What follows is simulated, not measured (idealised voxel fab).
process module | voxel spacer lines
cross-section cut | 175 nm wide | cells 5 nm
A cross-section is a grid of square cells, given in bands from the top down. A band is one or more rows of cells.
Each band's line starts with the height of the band's top and of its bottom, in nm. Then come its materials from left to right, each with its width in nm. One material with "throughout" fills the band from edge to edge. "air" is empty space.
Height 0 is the level under which the wafer as received is all one material. The lowest band goes on downwards, as in "0 down".
A width such as "30 to 40" changes by the same amount from each row of cells to the next, from the band's top row to its bottom row.
"no change" after a step means that no cell of the cross-section changed.
closed voids: empty space of 8 cells or more with no open way to the top, each as width x height at its distance from the left edge, in nm
after a step's settings: what the simulator itself notes on the step
overlay nm, on a step with a mask: how far to the right of its planned place the mask lay; to the left if negative
plan
1 op RECEIVE | material Si
2 op CONFORMAL_DEP | material Al2O3 | thk nm 5
3 op DIRECTIONAL_DEP | material SiN | thk nm 10
4 op DIRECTIONAL_DEP | material polySi | thk nm 30
5 op PATTERN | tone cover | mask id MANDREL | material resist | width nm 15 | pitch nm 50 | thk nm 35 | overlay nm 0
6 op DIRECTIONAL_ETCH | etch materials polySi | depth nm 30
7 op STRIP | etch materials resist
8 op CONFORMAL_DEP | material SiO2 | thk nm 10
9 op DIRECTIONAL_ETCH | etch materials SiO2 | depth nm 10
10 op STRIP | etch materials polySi
11 op DIRECTIONAL_ETCH | etch materials SiN | depth nm 10
12 op STRIP | etch materials SiO2
13 op FILL_DEP | material SiO2 | thk nm 5
14 op CMP | height nm 15
first wafer, as planned
as received, after step 1
  0 down: Si throughout
  closed voids: none
after step 2
  5 to 0: Al2O3 throughout
  below 0: unchanged
after step 3
  15 to 5: SiN throughout
  below 5: unchanged
after step 4
  45 to 15: polySi throughout
  below 15: unchanged
after step 5
  80 to 45: air 55 | resist 15 | air 35 | resist 15 | air 55
  below 45: unchanged
after step 6
  80 to 45: air 55 | resist 15 | air 35 | resist 15 | air 55
  45 to 15: air 55 | polySi 15 | air 35 | polySi 15 | air 55
  below 15: unchanged
after step 7
  45 to 15: air 55 | polySi 15 | air 35 | polySi 15 | air 55
  below 15: unchanged
after step 8
  55 to 45: air 45 | SiO2 35 | air 15 | SiO2 35 | air 45
  45 to 25: air 45 | SiO2 10 | polySi 15 | SiO2 10 | air 15 | SiO2 10 | polySi 15 | SiO2 10 | air 45
  25 to 15: SiO2 55 | polySi 15 | SiO2 35 | polySi 15 | SiO2 55
  below 15: unchanged
after step 9
  45 to 15: air 45 | SiO2 10 | polySi 15 | SiO2 10 | air 15 | SiO2 10 | polySi 15 | SiO2 10 | air 45
  below 15: unchanged
after step 10
  45 to 15: air 45 | SiO2 10 | air 15 | SiO2 10 | air 15 | SiO2 10 | air 15 | SiO2 10 | air 45
  below 15: unchanged
after step 11
  45 to 15: air 45 | SiO2 10 | air 15 | SiO2 10 | air 15 | SiO2 10 | air 15 | SiO2 10 | air 45
  15 to 5: air 45 | SiN 10 | air 15 | SiN 10 | air 15 | SiN 10 | air 15 | SiN 10 | air 45
  below 5: unchanged
after step 12
  15 to 5: air 45 | SiN 10 | air 15 | SiN 10 | air 15 | SiN 10 | air 15 | SiN 10 | air 45
  below 5: unchanged
after step 13
  20 to 15: SiO2 throughout
  15 to 5: SiO2 45 | SiN 10 | SiO2 15 | SiN 10 | SiO2 15 | SiN 10 | SiO2 15 | SiN 10 | SiO2 45
  below 5: unchanged
after step 14
  15 to 5: SiO2 45 | SiN 10 | SiO2 15 | SiN 10 | SiO2 15 | SiN 10 | SiO2 15 | SiN 10 | SiO2 45
  below 5: unchanged
second wafer: like start, like plan, one mistake. Through step 13 it matches the first wafer
when step 14 should have ended
  15 to 5: SiO2 45 | SiN 10 | SiO2 15 | SiN 10 | SiO2 15 | SiN 10 | SiO2 15 | SiN 10 | SiO2 45
  below 5: unchanged
what went wrong: step 14 was run twice
at the end the two cross-sections are the same: no effect in what this model computes
